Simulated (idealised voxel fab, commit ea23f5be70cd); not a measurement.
A process module follows: voxel quadruple lines.
Cross-section cut: width 225 nm, square cells of 5 nm.
Format of a cross-section: grid, square cells. Given as bands. Order: top down. Band: one or more rows of cells.
For a band, the entry starts with two heights in nm, that of the top and then that of the bottom, and carries on with the band's materials in order from left to right, each alongside its width in nm; the word "all across" beside a single material means it fills the band edge to edge, and "empty" means empty space.
For the purposes of this specification, 0 denotes the height below which the wafer in its as-received condition is composed wholly of one material, and the lowermost band, lacking a lower limit, extends downward without end, as expressed in "from 0 down".
When a width is written as two numbers, as in "30..40", the first number is the width in the top row of cells of the band and the second is the width in its bottom row, and the width changes by the same amount from each row to the next.
Reading "no modifications" for a step: not a cell of the cross-section changed in it.
In "Enclosed void entries" the enclosed voids are listed, meaning empty spaces of 8 cells or larger without any opening to the top. The form is width x height at distance, distance from the left edge, units nm.
Text after the settings on a step's line: the simulator's own remark on that step.
"overlay nm" denotes, for a step that has a mask, the displacement of the mask to the right of its planned place, with negative values corresponding to the left.
THE PLANNED PROCESS STEPS ARE ENUMERATED HEREUNDER
1. RECEIVE: material Si
2. CONFORMAL_DEP: material SiO2, thk nm 5
3. DIRECTIONAL_DEP: material W, thk nm 10
4. DIRECTIONAL_DEP: material polySi, thk nm 15
5. DIRECTIONAL_DEP: material aC, thk nm 20
6. PATTERN: tone cover, mask id MANDREL, material resist, width nm 15, thk nm 30, overlay nm 0
7. DIRECTIONAL_ETCH: etch materials aC, depth nm 20
8. STRIP: etch materials resist
9. CONFORMAL_DEP: material SiO2, thk nm 10
10. DIRECTIONAL_ETCH: etch materials SiO2, depth nm 10
11. STRIP: etch materials aC
12. DIRECTIONAL_ETCH: etch materials polySi, depth nm 15
13. STRIP: etch materials SiO2
14. CONFORMAL_DEP: material SiCN, thk nm 5
15. DIRECTIONAL_ETCH: etch materials SiCN, depth nm 5
16. STRIP: etch materials polySi
17. DIRECTIONAL_ETCH: etch materials W, depth nm 10
18. STRIP: etch materials SiCN
19. FILL_DEP: material SiO2, thk nm 10
20. CMP: height nm 15
Wafers differ in width nm at step 6; plan lists the first wafer's value; identical starting state.
FIRST OF SEVERAL WAFERS, RECEIVED AFTER STEP 1, IN CROSS-SECTION
> from 0 down: Si all across
> Enclosed void entries: none
LAST STEP OF THE MODULE IS STEP 20; AFTER IT, THE FIRST OF SEVERAL WAFERS IN CROSS-SECTION
> from 15 to 5: SiO2: 90, then W: 5, then SiO2: 10, then W: 5, then SiO2: 5, then W: 5, then SiO2: 10, then W: 5, then SiO2: 90
> from 5 to 0: SiO2 all across
> from 0 down: Si all across
> Enclosed void entries: none
LAST-WAFER CROSS-SECTION AT THE END OF THE MODULE
> from 15 to 5: SiO2: 80, then W: 5, then SiO2: 10, then W: 5, then SiO2: 25, then W: 5, then SiO2: 10, then W: 5, then SiO2: 80
> from 5 to 0: SiO2 all across
> from 0 down: Si all across
> Enclosed void entries: none
BASICALLY EACH WAFER GETS A LINE IN THE TABLE, SHOWING IT AT THE END OF THE MODULE: MATERIAL BY MATERIAL, THE CELLS IT GAINED (+) OR LOST (-) SINCE WE GOT IT, THEN ITS CLOSED VOIDS
width nm 15; +127 SiO2; +8 W; Enclosed void entries: none
width nm 20; +127 SiO2; +8 W; Enclosed void entries: none
width nm 25; +127 SiO2; +8 W; Enclosed void entries: none
width nm 30; +127 SiO2; +8 W; Enclosed void entries: none
width nm 35; +127 SiO2; +8 W; Enclosed void entries: none
